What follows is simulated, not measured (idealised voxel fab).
The name of this process module is voxel air gaps.
Shown is cross-section cut, with a width of 215 nm and square cells of size 5 nm.
In this document a cross-section is written as a grid of square cells. It is given as a series of bands, listed from the top down, and a band is one or more rows of cells. Each band's line starts with the height of the band's top and of its bottom, in nm. Then come its materials from left to right, each with its width in nm. One material with "throughout" fills the band from edge to edge. "air" is empty space. Height reference: 0 = level under which incoming wafer is all one material. Lowest band: no bottom, runs on downward, e.g. "0 and below". Width "30 to 40": first value at the band's top row of cells, second value at its bottom row, equal change from row to row. "stayed the same" for a step: no cell of the cross-section changed in that step. The label "Closed void catalog" introduces a list of the empty spaces, 8 cells or larger, that have no open way up to the top; each entry in it reads width x height at distance, where the distance is taken from the left edge and all three are stated in nm. Whatever follows a step's settings on its line is a remark the simulator itself makes about that step. The line of a step may include "overlay nm". On a step with a mask, this value is how far to the right of its planned place the mask lay. A negative value means the mask lay to the left.

**The process steps that were planned are listed below**
step 1: op RECEIVE | material Si
step 2: op CONFORMAL_DEP | material SiO2 | thk nm 10
step 3: op CONFORMAL_DEP | material SiN | thk nm 5
step 4: op DIRECTIONAL_DEP | material SiO2 | thk nm 40
step 5: op DIRECTIONAL_DEP | material aC | thk nm 10
step 6: op PATTERN | tone open | mask id LINES | material resist | width nm 20 | pitch nm 45 | thk nm 25 | overlay nm 0
step 7: op DIRECTIONAL_ETCH | etch materials aC | depth nm 10
step 8: op STRIP | etch materials resist
step 9: op DIRECTIONAL_ETCH | etch materials SiO2 | depth nm 40
step 10: op STRIP | etch materials aC
step 11: op CONFORMAL_DEP | material TiN | thk nm 5
step 12: op FILL_DEP | material Ru | thk nm 5
step 13: op CMP | height nm 55
step 14: op EPI | material Ru | thk nm 10
step 15: op SELECTIVE_ETCH | etch materials SiO2 | depth nm 50
step 16: op CONFORMAL_DEP | material SiN | thk nm 5

**First of two wafers, with the run carried out as planned**

**as received, after step 1**
  0 and below: Si throughout
  Closed void catalog: none

**Take a look at the wafer's cross-section after step 2**
  10 down to 0: SiO2 throughout
  Nothing below the height 0 has changed.

**Take a look at the wafer's cross-section after step 3**
  15 down to 10: SiN throughout
  Nothing below the height 10 has changed.

**Take a look at the wafer's cross-section after step 4**
  55 down to 15: SiO2 throughout
  Nothing below the height 15 has changed.

**Take a look at the wafer's cross-section after step 5**
  65 down to 55: aC throughout
  Nothing below the height 55 has changed.

**Take a look at the wafer's cross-section after step 6**
  90 down to 65: resist (30), then air (20), then resist (25), then air (20), then resist (25), then air (20), then resist (25), then air (20), then resist (30)
  Nothing below the height 65 has changed.

**Take a look at the wafer's cross-section after step 7**
  80 down to 65: resist (30), then air (20), then resist (25), then air (20), then resist (25), then air (20), then resist (25), then air (20), then resist (30)
  65 down to 55: aC (30), then air (20), then aC (25), then air (20), then aC (25), then air (20), then aC (25), then air (20), then aC (30)
  Nothing below the height 55 has changed.

**Take a look at the wafer's cross-section after step 8**
  65 down to 55: aC (30), then air (20), then aC (25), then air (20), then aC (25), then air (20), then aC (25), then air (20), then aC (30)
  Nothing below the height 55 has changed.

**Take a look at the wafer's cross-section after step 9**
  65 down to 55: aC (30), then air (20), then aC (25), then air (20), then aC (25), then air (20), then aC (25), then air (20), then aC (30)
  55 down to 15: SiO2 (30), then air (20), then SiO2 (25), then air (20), then SiO2 (25), then air (20), then SiO2 (25), then air (20), then SiO2 (30)
  Nothing below the height 15 has changed.

**Take a look at the wafer's cross-section after step 10**
  55 down to 15: SiO2 (30), then air (20), then SiO2 (25), then air (20), then SiO2 (25), then air (20), then SiO2 (25), then air (20), then SiO2 (30)
  Nothing below the height 15 has changed.

**Take a look at the wafer's cross-section after step 11**
  60 down to 55: TiN (35), then air (10), then TiN (35), then air (10), then TiN (35), then air (10), then TiN (35), then air (10), then TiN (35)
  55 down to 20: SiO2 (30), then TiN (5), then air (10), then TiN (5), then SiO2 (25), then TiN (5), then air (10), then TiN (5), then SiO2 (25), then TiN (5), then air (10), then TiN (5), then SiO2 (25), then TiN (5), then air (10), then TiN (5), then SiO2 (30)
  20 down to 15: SiO2 (30), then TiN (20), then SiO2 (25), then TiN (20), then SiO2 (25), then TiN (20), then SiO2 (25), then TiN (20), then SiO2 (30)
  Nothing below the height 15 has changed.

**Take a look at the wafer's cross-section after step 12**
  65 down to 60: Ru throughout
  60 down to 55: TiN (35), then Ru (10), then TiN (35), then Ru (10), then TiN (35), then Ru (10), then TiN (35), then Ru (10), then TiN (35)
  55 down to 20: SiO2 (30), then TiN (5), then Ru (10), then TiN (5), then SiO2 (25), then TiN (5), then Ru (10), then TiN (5), then SiO2 (25), then TiN (5), then Ru (10), then TiN (5), then SiO2 (25), then TiN (5), then Ru (10), then TiN (5), then SiO2 (30)
  Nothing below the height 20 has changed.

**Take a look at the wafer's cross-section after step 13**
  55 down to 20: SiO2 (30), then TiN (5), then Ru (10), then TiN (5), then SiO2 (25), then TiN (5), then Ru (10), then TiN (5), then SiO2 (25), then TiN (5), then Ru (10), then TiN (5), then SiO2 (25), then TiN (5), then Ru (10), then TiN (5), then SiO2 (30)
  Nothing below the height 20 has changed.

**Take a look at the wafer's cross-section after step 14**
  65 down to 55: air (20), then Ru (40), then air (5), then Ru (40), then air (5), then Ru (40), then air (5), then Ru (40), then air (20)
  Nothing below the height 55 has changed.

**Take a look at the wafer's cross-section after step 15**
  65 down to 55: air (20), then Ru (40), then air (5), then Ru (40), then air (5), then Ru (40), then air (5), then Ru (40), then air (20)
  55 down to 20: air (30), then TiN (5), then Ru (10), then TiN (5), then air (25), then TiN (5), then Ru (10), then TiN (5), then air (25), then TiN (5), then Ru (10), then TiN (5), then air (25), then TiN (5), then Ru (10), then TiN (5), then air (30)
  20 down to 15: air (30), then TiN (20), then air (25), then TiN (20), then air (25), then TiN (20), then air (25), then TiN (20), then air (30)
  Nothing below the height 15 has changed.

**Take a look at the wafer's cross-section after step 16**
  70 down to 65: air (15), then SiN (185), then air (15)
  65 down to 55: air (15), then SiN (5), then Ru (40), then SiN (5), then Ru (40), then SiN (5), then Ru (40), then SiN (5), then Ru (40), then SiN (5), then air (15)
  55 down to 50: air (15), then SiN (15), then TiN (5), then Ru (10), then TiN (5), then SiN (25), then TiN (5), then Ru (10), then TiN (5), then SiN (25), then TiN (5), then Ru (10), then TiN (5), then SiN (25), then TiN (5), then Ru (10), then TiN (5), then SiN (15), then air (15)
  50 down to 20: air (25), then SiN (5), then TiN (5), then Ru (10), then TiN (5), then SiN (5), then air (15), then SiN (5), then TiN (5), then Ru (10), then TiN (5), then SiN (5), then air (15), then SiN (5), then TiN (5), then Ru (10), then TiN (5), then SiN (5), then air (15), then SiN (5), then TiN (5), then Ru (10), then TiN (5), then SiN (5), then air (25)
  20 down to 15: SiN (30), then TiN (20), then SiN (25), then TiN (20), then SiN (25), then TiN (20), then SiN (25), then TiN (20), then SiN (30)
  Nothing below the height 15 has changed.
  Closed void catalog: 15 x 30 at 55; 15 x 30 at 100; 15 x 30 at 145

**Second wafer. Start and plan as for the first. One mistake made in running. Agrees with the first up to and including step 2**

**At the planned end of step 3, the second wafer in cross-section**
  25 down to 10: SiN throughout
  Nothing below the height 10 has changed.

**At the planned end of step 4, the second wafer in cross-section**
  65 down to 25: SiO2 throughout
  Nothing below the height 25 has changed.

**At the planned end of step 5, the second wafer in cross-section**
  75 down to 65: aC throughout
  Nothing below the height 65 has changed.

**At the planned end of step 6, the second wafer in cross-section**
  100 down to 75: resist (30), then air (20), then resist (25), then air (20), then resist (25), then air (20), then resist (25), then air (20), then resist (30)
  Nothing below the height 75 has changed.

**At the planned end of step 7, the second wafer in cross-section**
  90 down to 75: resist (30), then air (20), then resist (25), then air (20), then resist (25), then air (20), then resist (25), then air (20), then resist (30)
  75 down to 65: aC (30), then air (20), then aC (25), then air (20), then aC (25), then air (20), then aC (25), then air (20), then aC (30)
  Nothing below the height 65 has changed.

**At the planned end of step 8, the second wafer in cross-section**
  75 down to 65: aC (30), then air (20), then aC (25), then air (20), then aC (25), then air (20), then aC (25), then air (20), then aC (30)
  Nothing below the height 65 has changed.

**At the planned end of step 9, the second wafer in cross-section**
  75 down to 65: aC (30), then air (20), then aC (25), then air (20), then aC (25), then air (20), then aC (25), then air (20), then aC (30)
  65 down to 25: SiO2 (30), then air (20), then SiO2 (25), then air (20), then SiO2 (25), then air (20), then SiO2 (25), then air (20), then SiO2 (30)
  Nothing below the height 25 has changed.

**At the planned end of step 10, the second wafer in cross-section**
  65 down to 25: SiO2 (30), then air (20), then SiO2 (25), then air (20), then SiO2 (25), then air (20), then SiO2 (25), then air (20), then SiO2 (30)
  Nothing below the height 25 has changed.

**At the planned end of step 11, the second wafer in cross-section**
  70 down to 65: TiN (35), then air (10), then TiN (35), then air (10), then TiN (35), then air (10), then TiN (35), then air (10), then TiN (35)
  65 down to 30: SiO2 (30), then TiN (5), then air (10), then TiN (5), then SiO2 (25), then TiN (5), then air (10), then TiN (5), then SiO2 (25), then TiN (5), then air (10), then TiN (5), then SiO2 (25), then TiN (5), then air (10), then TiN (5), then SiO2 (30)
  30 down to 25: SiO2 (30), then TiN (20), then SiO2 (25), then TiN (20), then SiO2 (25), then TiN (20), then SiO2 (25), then TiN (20), then SiO2 (30)
  Nothing below the height 25 has changed.

**At the planned end of step 12, the second wafer in cross-section**
  75 down to 70: Ru throughout
  70 down to 65: TiN (35), then Ru (10), then TiN (35), then Ru (10), then TiN (35), then Ru (10), then TiN (35), then Ru (10), then TiN (35)
  65 down to 30: SiO2 (30), then TiN (5), then Ru (10), then TiN (5), then SiO2 (25), then TiN (5), then Ru (10), then TiN (5), then SiO2 (25), then TiN (5), then Ru (10), then TiN (5), then SiO2 (25), then TiN (5), then Ru (10), then TiN (5), then SiO2 (30)
  Nothing below the height 30 has changed.

**At the planned end of step 13, the second wafer in cross-section**
  55 down to 30: SiO2 (30), then TiN (5), then Ru (10), then TiN (5), then SiO2 (25), then TiN (5), then Ru (10), then TiN (5), then SiO2 (25), then TiN (5), then Ru (10), then TiN (5), then SiO2 (25), then TiN (5), then Ru (10), then TiN (5), then SiO2 (30)
  Nothing below the height 30 has changed.

**At the planned end of step 14, the second wafer in cross-section**
  65 down to 55: air (20), then Ru (40), then air (5), then Ru (40), then air (5), then Ru (40), then air (5), then Ru (40), then air (20)
  Nothing below the height 55 has changed.

**At the planned end of step 15, the second wafer in cross-section**
  65 down to 55: air (20), then Ru (40), then air (5), then Ru (40), then air (5), then Ru (40), then air (5), then Ru (40), then air (20)
  55 down to 30: air (30), then TiN (5), then Ru (10), then TiN (5), then air (25), then TiN (5), then Ru (10), then TiN (5), then air (25), then TiN (5), then Ru (10), then TiN (5), then air (25), then TiN (5), then Ru (10), then TiN (5), then air (30)
  30 down to 25: air (30), then TiN (20), then air (25), then TiN (20), then air (25), then TiN (20), then air (25), then TiN (20), then air (30)
  Nothing below the height 25 has changed.

**At the planned end of step 16, the second wafer in cross-section**
  70 down to 65: air (15), then SiN (185), then air (15)
  65 down to 55: air (15), then SiN (5), then Ru (40), then SiN (5), then Ru (40), then SiN (5), then Ru (40), then SiN (5), then Ru (40), then SiN (5), then air (15)
  55 down to 50: air (15), then SiN (15), then TiN (5), then Ru (10), then TiN (5), then SiN (25), then TiN (5), then Ru (10), then TiN (5), then SiN (25), then TiN (5), then Ru (10), then TiN (5), then SiN (25), then TiN (5), then Ru (10), then TiN (5), then SiN (15), then air (15)
  50 down to 30: air (25), then SiN (5), then TiN (5), then Ru (10), then TiN (5), then SiN (5), then air (15), then SiN (5), then TiN (5), then Ru (10), then TiN (5), then SiN (5), then air (15), then SiN (5), then TiN (5), then Ru (10), then TiN (5), then SiN (5), then air (15), then SiN (5), then TiN (5), then Ru (10), then TiN (5), then SiN (5), then air (25)
  30 down to 25: SiN (30), then TiN (20), then SiN (25), then TiN (20), then SiN (25), then TiN (20), then SiN (25), then TiN (20), then SiN (30)
  Nothing below the height 25 has changed.
  Closed void catalog: 15 x 20 at 55; 15 x 20 at 100; 15 x 20 at 145
Plan not followed: for step 3, the planned setting was not used; the step was instead run as op CONFORMAL_DEP | material SiN | thk nm 15
Bottom line after processing is that, in cells, the second wafer is up or down on some materials versus the first: Ru -16; SiN +70; TiN -16
